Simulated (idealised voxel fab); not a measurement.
process module | voxel gate over fins
cross-section cut | 150 nm wide | cells 5 nm
A cross-section is a grid of square cells, given in bands from the top down. A band is one or more rows of cells.
Each band's line starts with the height of the band's top and of its bottom, in nm. Then come its materials from left to right, each with its width in nm. One material with "throughout" fills the band from edge to edge. "air" is empty space.
Height 0 is the level under which the wafer as received is all one material. The lowest band goes on downwards, as in "0 down".
A width such as "30 to 40" changes by the same amount from each row of cells to the next, from the band's top row to its bottom row.
"no change" after a step means that no cell of the cross-section changed.
closed voids: empty space of 8 cells or more with no open way to the top, each as width x height at its distance from the left edge, in nm
after a step's settings: what the simulator itself notes on the step
overlay nm, on a step with a mask: how far to the right of its planned place the mask lay; to the left if negative
plan
1 op RECEIVE | material Si
2 op CONFORMAL_DEP | material SiN | thk nm 10
3 op DIRECTIONAL_DEP | material aC | thk nm 10
4 op PATTERN | tone cover | mask id FINS | material resist | width nm 15 | pitch nm 35 | thk nm 25 | overlay nm 0
5 op DIRECTIONAL_ETCH | etch materials aC | depth nm 10
6 op STRIP | etch materials resist
7 op DIRECTIONAL_ETCH | etch materials SiN | depth nm 10
8 op DIRECTIONAL_ETCH | etch materials Si | depth nm 35
9 op STRIP | etch materials aC
10 op FILL_DEP | material SiO2 | thk nm 10
11 op CMP | height nm 10
12 op SELECTIVE_ETCH | etch materials SiO2 | depth nm 20
13 op STRIP | etch materials SiN
14 op CONFORMAL_DEP | material HfO2 | thk nm 5
15 op CONFORMAL_DEP | material TiN | thk nm 5
16 op FILL_DEP | material W | thk nm 15
17 op CMP | height nm 20
18 op CONFORMAL_DEP | material SiCN | thk nm 5
as received, after step 1
  0 down: Si throughout
  closed voids: none
first wafer at the end, as planned
  25 to 20: SiCN throughout
  20 to 10: W throughout
  10 to 5: W 5 | TiN 140 | W 5
  5 to 0: W 5 | TiN 5 | HfO2 25 | TiN 10 | HfO2 25 | TiN 10 | HfO2 25 | TiN 10 | HfO2 25 | TiN 5 | W 5
  0 to -5: TiN 10 | HfO2 5 | Si 15 | HfO2 5 | TiN 10 | HfO2 5 | Si 15 | HfO2 5 | TiN 10 | HfO2 5 | Si 15 | HfO2 5 | TiN 10 | HfO2 5 | Si 15 | HfO2 5 | TiN 10
  -5 to -10: HfO2 15 | Si 15 | HfO2 20 | Si 15 | HfO2 20 | Si 15 | HfO2 20 | Si 15 | HfO2 15
  -10 to -35: SiO2 15 | Si 15 | SiO2 20 | Si 15 | SiO2 20 | Si 15 | SiO2 20 | Si 15 | SiO2 15
  -35 down: Si throughout
  closed voids: none
second wafer at the end: like start, like plan, one mistake
  25 to 20: SiCN throughout
  20 to 10: W throughout
  10 to 5: W 5 | TiN 140 | W 5
  5 to 0: W 5 | TiN 5 | HfO2 25 | TiN 10 | HfO2 25 | TiN 10 | HfO2 25 | TiN 10 | HfO2 25 | TiN 5 | W 5
  0 to -5: TiN 10 | HfO2 5 | Si 15 | HfO2 5 | TiN 10 | HfO2 5 | Si 15 | HfO2 5 | TiN 10 | HfO2 5 | Si 15 | HfO2 5 | TiN 10 | HfO2 5 | Si 15 | HfO2 5 | TiN 10
  -5 to -10: HfO2 15 | Si 15 | HfO2 20 | Si 15 | HfO2 20 | Si 15 | HfO2 20 | Si 15 | HfO2 15
  -10 to -40: SiO2 15 | Si 15 | SiO2 20 | Si 15 | SiO2 20 | Si 15 | SiO2 20 | Si 15 | SiO2 15
  -40 down: Si throughout
  closed voids: none
what went wrong: step 8 ran as: op DIRECTIONAL_ETCH | etch materials Si | depth nm 40
at the end the second wafer has, in cells: 18 fewer of Si | 18 more of SiO2
